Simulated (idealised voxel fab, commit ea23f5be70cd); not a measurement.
process module | voxel lift off
cross-section cut | 220 nm wide | cells 5 nm
A cross-section is a grid of square cells, given in bands from the top down. A band is one or more rows of cells.
Each band's line starts with the height of the band's top and of its bottom, in nm. Then come its materials from left to right, each with its width in nm. One material with "throughout" fills the band from edge to edge. "air" is empty space.
Height 0 is the level under which the wafer as received is all one material. The lowest band goes on downwards, as in "0 down".
A width such as "30 to 40" changes by the same amount from each row of cells to the next, from the band's top row to its bottom row.
"no change" after a step means that no cell of the cross-section changed.
closed voids: empty space of 8 cells or more with no open way to the top, each as width x height at its distance from the left edge, in nm
after a step's settings: what the simulator itself notes on the step
overlay nm, on a step with a mask: how far to the right of its planned place the mask lay; to the left if negative
plan
1 op RECEIVE | material Si
2 op CONFORMAL_DEP | material SiO2 | thk nm 15
3 op PATTERN | tone open | mask id LINES | material resist | width nm 15 | pitch nm 40 | thk nm 25 | overlay nm 0
4 op DIRECTIONAL_DEP | material Ru | thk nm 10
5 op STRIP | etch materials resist
6 op CONFORMAL_DEP | material SiCN | thk nm 10
as received, after step 1
  0 down: Si throughout
  closed voids: none
a wafer at the end: this start, this plan, one mistake
  40 to 30: air 50 | SiCN 35 | air 5 | SiCN 35 | air 5 | SiCN 35 | air 55
  30 to 20: SiCN 60 | Ru 15 | SiCN 25 | Ru 15 | SiCN 25 | Ru 15 | SiCN 65
  20 to 0: SiO2 throughout
  0 down: Si throughout
  closed voids: none
what went wrong: step 2 ran as: op CONFORMAL_DEP | material SiO2 | thk nm 20
